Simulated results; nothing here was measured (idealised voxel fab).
process module | voxel trench capacitor
cross-section cut | 260 nm wide | cells 5 nm
A cross-section is a grid of square cells, given in bands from the top down. A band is one or more rows of cells.
Each band's line starts with the height of the band's top and of its bottom, in nm. Then come its materials from left to right, each with its width in nm. One material with "throughout" fills the band from edge to edge. "air" is empty space.
Height 0 is the level under which the wafer as received is all one material. The lowest band goes on downwards, as in "0 down".
A width such as "30 to 40" changes by the same amount from each row of cells to the next, from the band's top row to its bottom row.
"no change" after a step means that no cell of the cross-section changed.
closed voids: empty space of 8 cells or more with no open way to the top, each as width x height at its distance from the left edge, in nm
after a step's settings: what the simulator itself notes on the step
overlay nm, on a step with a mask: how far to the right of its planned place the mask lay; to the left if negative
plan
1 op RECEIVE | material Si
2 op CONFORMAL_DEP | material SiN | thk nm 5
3 op MASKED_ETCH | tone open | mask id TRENCH | width nm 15 | pitch nm 40 | etch materials SiN | depth nm 5 | overlay nm 0
4 op MASKED_ETCH | tone open | mask id TRENCH | width nm 15 | pitch nm 40 | etch materials Si | depth nm 40 | overlay nm 0
5 op CONFORMAL_DEP | material Al2O3 | thk nm 5
6 op FILL_DEP | material polySi | thk nm 5
7 op CMP | height nm -5
varied across the wafers: height nm of step 7. The plan shows the first wafer's value. All wafers start alike
first wafer as received, after step 1
  0 down: Si throughout
  closed voids: none
each wafer at the end: cells of each material gained (+) or lost (-) since it was received, then its closed voids
height nm -5 | +30 Al2O3 | -94 Si | +12 polySi | closed voids: none
height nm 0 | +34 Al2O3 | -48 Si | +14 polySi | closed voids: none
height nm 5 | +38 Al2O3 | -48 Si | +46 SiN | +16 polySi | closed voids: none
height nm 10 | +88 Al2O3 | -48 Si | +46 SiN | +18 polySi | closed voids: none
height nm 15 | +88 Al2O3 | -48 Si | +46 SiN | +70 polySi | closed voids: none
